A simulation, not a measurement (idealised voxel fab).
Process module heading - voxel ribs on slabs
Shown is cross-section cut, with a width of 265 nm and square cells of size 5 nm.
Cross-section, as written here: a square-cell grid given band by band from the top down, where a band holds one or more rows of cells. Look at the band entry: it leads with the top's height and the bottom's height in nm. Then it lists the materials left to right, with a width in nm for each. The word "edge to edge" on a single material says that material fills the band edge to edge. The word "air" is empty space. Below 0: as-received wafer, all one material; heights counted from there. Lowest band: no bottom, goes on down, written "from 0 down". Read "30 to 40" as a graded width: first number on top, second number at the bottom, same change between each pair of neighbouring rows. A step reported as "identical to before" is a step in which no cell of the cross-section changed. Empty spaces without an open route to the top, at least 8 cells in extent, make up the entry "Unvented voids"; each is given as width x height at distance, where the distance is measured from the left edge, and all are in nm. Past the settings on a step's line: simulator remark, on that step. overlay nm: for a step with a mask, the amount by which the mask lay right of where it was planned; a negative amount means left of it.
### These are the steps we planned for the process
1: RECEIVE,material Si
2: DIRECTIONAL_DEP,material SiO2,thk nm 25
3: DIRECTIONAL_DEP,material polySi,thk nm 15
4: PATTERN,tone cover,mask id RIB,material resist,width nm 30,thk nm 20,overlay nm 0
5: DIRECTIONAL_ETCH,etch materials polySi,depth nm 5
6: STRIP,etch materials resist
7: PATTERN,tone cover,mask id SLAB,material resist,width nm 70,thk nm 15,overlay nm 0
8: DIRECTIONAL_ETCH,etch materials polySi,depth nm 10
9: STRIP,etch materials resist
10: FILL_DEP,material SiO2,thk nm 15
11: CMP,height nm 50
12: DIRECTIONAL_DEP,material TiN,thk nm 5
13: DIRECTIONAL_DEP,material aC,thk nm 15
14: PATTERN,tone cover,mask id HEATER,material resist,width nm 40,thk nm 35,overlay nm 0
15: DIRECTIONAL_ETCH,etch materials aC,depth nm 5
16: STRIP,etch materials resist
17: DIRECTIONAL_ETCH,etch materials TiN,depth nm 5
18: STRIP,etch materials aC
19: CONFORMAL_DEP,material SiO2,thk nm 10
For clarity, it should be stated that the wafers under discussion commence in an identical condition and differ with respect to the depth nm of step 15, the plan indicating the value that the first wafer had.
### Cross-section of the first of several wafers as received (after step 1)
> from 0 down = Si edge to edge
> Unvented voids: none
### Cross-section of the first of several wafers, taken after step 19, where the module ends
> from 65 to 55 = SiO2 edge to edge
> from 55 to 50 = TiN edge to edge
> from 50 to 40 = SiO2 edge to edge
> from 40 to 35 = SiO2 115 nm, then polySi 30 nm, then SiO2 120 nm
> from 35 to 25 = SiO2 95 nm, then polySi 70 nm, then SiO2 100 nm
> from 25 to 0 = SiO2 edge to edge
> from 0 down = Si edge to edge
> Unvented voids: none
### Cross-sectional depiction of the last of several wafers upon completion of the module
> from 65 to 60 = air 100 nm, then SiO2 60 nm, then air 105 nm
> from 60 to 55 = SiO2 edge to edge
> from 55 to 50 = SiO2 110 nm, then TiN 40 nm, then SiO2 115 nm
> from 50 to 40 = SiO2 edge to edge
> from 40 to 35 = SiO2 115 nm, then polySi 30 nm, then SiO2 120 nm
> from 35 to 25 = SiO2 95 nm, then polySi 70 nm, then SiO2 100 nm
> from 25 to 0 = SiO2 edge to edge
> from 0 down = Si edge to edge
> Unvented voids: none
### each wafer at the end: cells of each material gained (+) or lost (-) since it was received, then its closed voids
depth nm 5 | +602 SiO2 | +53 TiN | +34 polySi | Unvented voids: none
depth nm 10 | +602 SiO2 | +53 TiN | +34 polySi | Unvented voids: none
depth nm 15 | +606 SiO2 | +8 TiN | +34 polySi | Unvented voids: none
depth nm 20 | +606 SiO2 | +8 TiN | +34 polySi | Unvented voids: none
depth nm 25 | +606 SiO2 | +8 TiN | +34 polySi | Unvented voids: none
depth nm 30 | +606 SiO2 | +8 TiN | +34 polySi | Unvented voids: none
